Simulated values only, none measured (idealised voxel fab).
voxel self aligned vias: a process module
Square cell edge 5 nm, section width 255 nm, ID cut.
Each cross-section below is a grid of square cells, stated as bands in top-down order, with one or more rows of cells making up each band. Look at the band entry: it leads with the top's height and the bottom's height in nm. Then it lists the materials left to right, with a width in nm for each. The word "edge to edge" on a single material says that material fills the band edge to edge. The word "air" is empty space. Zero point of the height axis is 0; under it, received wafer = one material. Lowest band: continues down indefinitely, "0..down". Width spec "30->40" -> top row of cells at first value, bottom row at second value, equal per-row change in between. Where the words "nothing was modified" appear for a step, the cross-section shows no cell changed by that step; every cell remained as before. Listed in "Closed cavity list": every empty space of 8 or more cells without an open way to the top. Form: width x height at distance, the distance being from the left edge, all in nm. Past the settings on a step's line: simulator remark, on that step. For masked steps, "overlay nm" on the step line gives how far right of plan the mask actually lay; a minus sign means it lay to the left.

### This section lists the process steps that were planned
| 1 | RECEIVE, material Si |
| 2 | CONFORMAL_DEP, material SiO2, thk nm 10 |
| 3 | CONFORMAL_DEP, material SiCN, thk nm 5 |
| 4 | DIRECTIONAL_DEP, material lowk, thk nm 25 |
| 5 | DIRECTIONAL_DEP, material aC, thk nm 10 |
| 6 | PATTERN, tone open, mask id LINES, material resist, width nm 25, pitch nm 65, thk nm 25, overlay nm 0 |
| 7 | DIRECTIONAL_ETCH, etch materials aC, depth nm 10 |
| 8 | STRIP, etch materials resist |
| 9 | DIRECTIONAL_ETCH, etch materials lowk, depth nm 25 |
| 10 | STRIP, etch materials aC |
| 11 | CONFORMAL_DEP, material TiN, thk nm 5 |
| 12 | FILL_DEP, material W, thk nm 10 |
| 13 | CMP, height nm 40 |
| 14 | SELECTIVE_ETCH, etch materials W Ru TiN, depth nm 5 |
| 15 | FILL_DEP, material SiN, thk nm 5 |
| 16 | CMP, height nm 40 |
| 17 | DIRECTIONAL_DEP, material lowk, thk nm 15 |
| 18 | MASKED_ETCH, tone open, mask id VIAS, width nm 45, pitch nm 130, etch materials lowk, depth nm 15, overlay nm 0 |
| 19 | MASKED_ETCH, tone open, mask id VIAS, width nm 45, pitch nm 130, etch materials SiN, depth nm 5, overlay nm 0 |
| 20 | CONFORMAL_DEP, material TiN, thk nm 5 |
| 21 | FILL_DEP, material Ru, thk nm 5 |
| 22 | CMP, height nm 55 |
| 23 | CONFORMAL_DEP, material SiN, thk nm 5 |

### On the first of the two wafers: run conducted according to plan

### This is the cross-section of the wafer as we received it, i.e. after step 1
    0..down: Si edge to edge
    Closed cavity list: none

### So this is the wafer cross-section right after step 2
    10..0: SiO2 edge to edge
    No changes below 0.

### So this is the wafer cross-section right after step 3
    15..10: SiCN edge to edge
    No changes below 10.

### So this is the wafer cross-section right after step 4
    40..15: lowk edge to edge
    No changes below 15.

### So this is the wafer cross-section right after step 5
    50..40: aC edge to edge
    No changes below 40.

### So this is the wafer cross-section right after step 6
    75..50: resist 50 nm, air 25 nm, resist 40 nm, air 25 nm, resist 40 nm, air 25 nm, resist 50 nm
    No changes below 50.

### So this is the wafer cross-section right after step 7
    65..50: resist 50 nm, air 25 nm, resist 40 nm, air 25 nm, resist 40 nm, air 25 nm, resist 50 nm
    50..40: aC 50 nm, air 25 nm, aC 40 nm, air 25 nm, aC 40 nm, air 25 nm, aC 50 nm
    No changes below 40.

### So this is the wafer cross-section right after step 8
    50..40: aC 50 nm, air 25 nm, aC 40 nm, air 25 nm, aC 40 nm, air 25 nm, aC 50 nm
    No changes below 40.

### So this is the wafer cross-section right after step 9
    50..40: aC 50 nm, air 25 nm, aC 40 nm, air 25 nm, aC 40 nm, air 25 nm, aC 50 nm
    40..15: lowk 50 nm, air 25 nm, lowk 40 nm, air 25 nm, lowk 40 nm, air 25 nm, lowk 50 nm
    No changes below 15.

### So this is the wafer cross-section right after step 10
    40..15: lowk 50 nm, air 25 nm, lowk 40 nm, air 25 nm, lowk 40 nm, air 25 nm, lowk 50 nm
    No changes below 15.

### So this is the wafer cross-section right after step 11
    45..40: TiN 55 nm, air 15 nm, TiN 50 nm, air 15 nm, TiN 50 nm, air 15 nm, TiN 55 nm
    40..20: lowk 50 nm, TiN 5 nm, air 15 nm, TiN 5 nm, lowk 40 nm, TiN 5 nm, air 15 nm, TiN 5 nm, lowk 40 nm, TiN 5 nm, air 15 nm, TiN 5 nm, lowk 50 nm
    20..15: lowk 50 nm, TiN 25 nm, lowk 40 nm, TiN 25 nm, lowk 40 nm, TiN 25 nm, lowk 50 nm
    No changes below 15.

### So this is the wafer cross-section right after step 12
    55..45: W edge to edge
    45..40: TiN 55 nm, W 15 nm, TiN 50 nm, W 15 nm, TiN 50 nm, W 15 nm, TiN 55 nm
    40..20: lowk 50 nm, TiN 5 nm, W 15 nm, TiN 5 nm, lowk 40 nm, TiN 5 nm, W 15 nm, TiN 5 nm, lowk 40 nm, TiN 5 nm, W 15 nm, TiN 5 nm, lowk 50 nm
    No changes below 20.

### So this is the wafer cross-section right after step 13
    40..20: lowk 50 nm, TiN 5 nm, W 15 nm, TiN 5 nm, lowk 40 nm, TiN 5 nm, W 15 nm, TiN 5 nm, lowk 40 nm, TiN 5 nm, W 15 nm, TiN 5 nm, lowk 50 nm
    No changes below 20.

### So this is the wafer cross-section right after step 14
    40..35: lowk 50 nm, air 25 nm, lowk 40 nm, air 25 nm, lowk 40 nm, air 25 nm, lowk 50 nm
    No changes below 35.

### So this is the wafer cross-section right after step 15
    45..40: SiN edge to edge
    40..35: lowk 50 nm, SiN 25 nm, lowk 40 nm, SiN 25 nm, lowk 40 nm, SiN 25 nm, lowk 50 nm
    No changes below 35.

### So this is the wafer cross-section right after step 16
    40..35: lowk 50 nm, SiN 25 nm, lowk 40 nm, SiN 25 nm, lowk 40 nm, SiN 25 nm, lowk 50 nm
    No changes below 35.

### So this is the wafer cross-section right after step 17
    55..40: lowk edge to edge
    No changes below 40.

### So this is the wafer cross-section right after step 18
    55..40: lowk 40 nm, air 45 nm, lowk 85 nm, air 45 nm, lowk 40 nm
    No changes below 40.

### So this is the wafer cross-section right after step 19
    55..40: lowk 40 nm, air 45 nm, lowk 85 nm, air 45 nm, lowk 40 nm
    40..35: lowk 50 nm, air 25 nm, lowk 40 nm, SiN 25 nm, lowk 40 nm, air 25 nm, lowk 50 nm
    No changes below 35.

### So this is the wafer cross-section right after step 20
    60..55: TiN 45 nm, air 35 nm, TiN 95 nm, air 35 nm, TiN 45 nm
    55..45: lowk 40 nm, TiN 5 nm, air 35 nm, TiN 5 nm, lowk 85 nm, TiN 5 nm, air 35 nm, TiN 5 nm, lowk 40 nm
    45..40: lowk 40 nm, TiN 15 nm, air 15 nm, TiN 15 nm, lowk 85 nm, TiN 15 nm, air 15 nm, TiN 15 nm, lowk 40 nm
    40..35: lowk 50 nm, TiN 25 nm, lowk 40 nm, SiN 25 nm, lowk 40 nm, TiN 25 nm, lowk 50 nm
    No changes below 35.

### So this is the wafer cross-section right after step 21
    65..60: Ru edge to edge
    60..55: TiN 45 nm, Ru 35 nm, TiN 95 nm, Ru 35 nm, TiN 45 nm
    55..45: lowk 40 nm, TiN 5 nm, Ru 35 nm, TiN 5 nm, lowk 85 nm, TiN 5 nm, Ru 35 nm, TiN 5 nm, lowk 40 nm
    45..40: lowk 40 nm, TiN 15 nm, Ru 15 nm, TiN 15 nm, lowk 85 nm, TiN 15 nm, Ru 15 nm, TiN 15 nm, lowk 40 nm
    No changes below 40.

### So this is the wafer cross-section right after step 22
    55..45: lowk 40 nm, TiN 5 nm, Ru 35 nm, TiN 5 nm, lowk 85 nm, TiN 5 nm, Ru 35 nm, TiN 5 nm, lowk 40 nm
    No changes below 45.

### So this is the wafer cross-section right after step 23
    60..55: SiN edge to edge
    No changes below 55.

### Okay, second wafer. Nothing different at the start, nothing different in the plan, just one mistake somewhere in the running. As far as step 1, counting that step, it's the first wafer all over again

### when step 2 should have ended
    5..0: SiCN edge to edge
    No changes below 0.

### when step 3 should have ended
    15..5: SiO2 edge to edge
    No changes below 5.

### when step 4 should have ended
    40..15: lowk edge to edge
    No changes below 15.

### when step 5 should have ended
    50..40: aC edge to edge
    No changes below 40.

### when step 6 should have ended
    75..50: resist 50 nm, air 25 nm, resist 40 nm, air 25 nm, resist 40 nm, air 25 nm, resist 50 nm
    No changes below 50.

### when step 7 should have ended
    65..50: resist 50 nm, air 25 nm, resist 40 nm, air 25 nm, resist 40 nm, air 25 nm, resist 50 nm
    50..40: aC 50 nm, air 25 nm, aC 40 nm, air 25 nm, aC 40 nm, air 25 nm, aC 50 nm
    No changes below 40.

### when step 8 should have ended
    50..40: aC 50 nm, air 25 nm, aC 40 nm, air 25 nm, aC 40 nm, air 25 nm, aC 50 nm
    No changes below 40.

### when step 9 should have ended
    50..40: aC 50 nm, air 25 nm, aC 40 nm, air 25 nm, aC 40 nm, air 25 nm, aC 50 nm
    40..15: lowk 50 nm, air 25 nm, lowk 40 nm, air 25 nm, lowk 40 nm, air 25 nm, lowk 50 nm
    No changes below 15.

### when step 10 should have ended
    40..15: lowk 50 nm, air 25 nm, lowk 40 nm, air 25 nm, lowk 40 nm, air 25 nm, lowk 50 nm
    No changes below 15.

### when step 11 should have ended
    45..40: TiN 55 nm, air 15 nm, TiN 50 nm, air 15 nm, TiN 50 nm, air 15 nm, TiN 55 nm
    40..20: lowk 50 nm, TiN 5 nm, air 15 nm, TiN 5 nm, lowk 40 nm, TiN 5 nm, air 15 nm, TiN 5 nm, lowk 40 nm, TiN 5 nm, air 15 nm, TiN 5 nm, lowk 50 nm
    20..15: lowk 50 nm, TiN 25 nm, lowk 40 nm, TiN 25 nm, lowk 40 nm, TiN 25 nm, lowk 50 nm
    No changes below 15.

### when step 12 should have ended
    55..45: W edge to edge
    45..40: TiN 55 nm, W 15 nm, TiN 50 nm, W 15 nm, TiN 50 nm, W 15 nm, TiN 55 nm
    40..20: lowk 50 nm, TiN 5 nm, W 15 nm, TiN 5 nm, lowk 40 nm, TiN 5 nm, W 15 nm, TiN 5 nm, lowk 40 nm, TiN 5 nm, W 15 nm, TiN 5 nm, lowk 50 nm
    No changes below 20.

### when step 13 should have ended
    40..20: lowk 50 nm, TiN 5 nm, W 15 nm, TiN 5 nm, lowk 40 nm, TiN 5 nm, W 15 nm, TiN 5 nm, lowk 40 nm, TiN 5 nm, W 15 nm, TiN 5 nm, lowk 50 nm
    No changes below 20.

### when step 14 should have ended
    40..35: lowk 50 nm, air 25 nm, lowk 40 nm, air 25 nm, lowk 40 nm, air 25 nm, lowk 50 nm
    No changes below 35.

### when step 15 should have ended
    45..40: SiN edge to edge
    40..35: lowk 50 nm, SiN 25 nm, lowk 40 nm, SiN 25 nm, lowk 40 nm, SiN 25 nm, lowk 50 nm
    No changes below 35.

### when step 16 should have ended
    40..35: lowk 50 nm, SiN 25 nm, lowk 40 nm, SiN 25 nm, lowk 40 nm, SiN 25 nm, lowk 50 nm
    No changes below 35.

### when step 17 should have ended
    55..40: lowk edge to edge
    No changes below 40.

### when step 18 should have ended
    55..40: lowk 40 nm, air 45 nm, lowk 85 nm, air 45 nm, lowk 40 nm
    No changes below 40.

### when step 19 should have ended
    55..40: lowk 40 nm, air 45 nm, lowk 85 nm, air 45 nm, lowk 40 nm
    40..35: lowk 50 nm, air 25 nm, lowk 40 nm, SiN 25 nm, lowk 40 nm, air 25 nm, lowk 50 nm
    No changes below 35.

### when step 20 should have ended
    60..55: TiN 45 nm, air 35 nm, TiN 95 nm, air 35 nm, TiN 45 nm
    55..45: lowk 40 nm, TiN 5 nm, air 35 nm, TiN 5 nm, lowk 85 nm, TiN 5 nm, air 35 nm, TiN 5 nm, lowk 40 nm
    45..40: lowk 40 nm, TiN 15 nm, air 15 nm, TiN 15 nm, lowk 85 nm, TiN 15 nm, air 15 nm, TiN 15 nm, lowk 40 nm
    40..35: lowk 50 nm, TiN 25 nm, lowk 40 nm, SiN 25 nm, lowk 40 nm, TiN 25 nm, lowk 50 nm
    No changes below 35.

### when step 21 should have ended
    65..60: Ru edge to edge
    60..55: TiN 45 nm, Ru 35 nm, TiN 95 nm, Ru 35 nm, TiN 45 nm
    55..45: lowk 40 nm, TiN 5 nm, Ru 35 nm, TiN 5 nm, lowk 85 nm, TiN 5 nm, Ru 35 nm, TiN 5 nm, lowk 40 nm
    45..40: lowk 40 nm, TiN 15 nm, Ru 15 nm, TiN 15 nm, lowk 85 nm, TiN 15 nm, Ru 15 nm, TiN 15 nm, lowk 40 nm
    No changes below 40.

### when step 22 should have ended
    55..45: lowk 40 nm, TiN 5 nm, Ru 35 nm, TiN 5 nm, lowk 85 nm, TiN 5 nm, Ru 35 nm, TiN 5 nm, lowk 40 nm
    No changes below 45.

### when step 23 should have ended
    60..55: SiN edge to edge
    No changes below 55.
The mistake made against the process plan was this: step 3 occupied the plan position of step 2, and the converse holds as well
The two final wafers agree on how many cells each material fills and disagree on which cells those are.
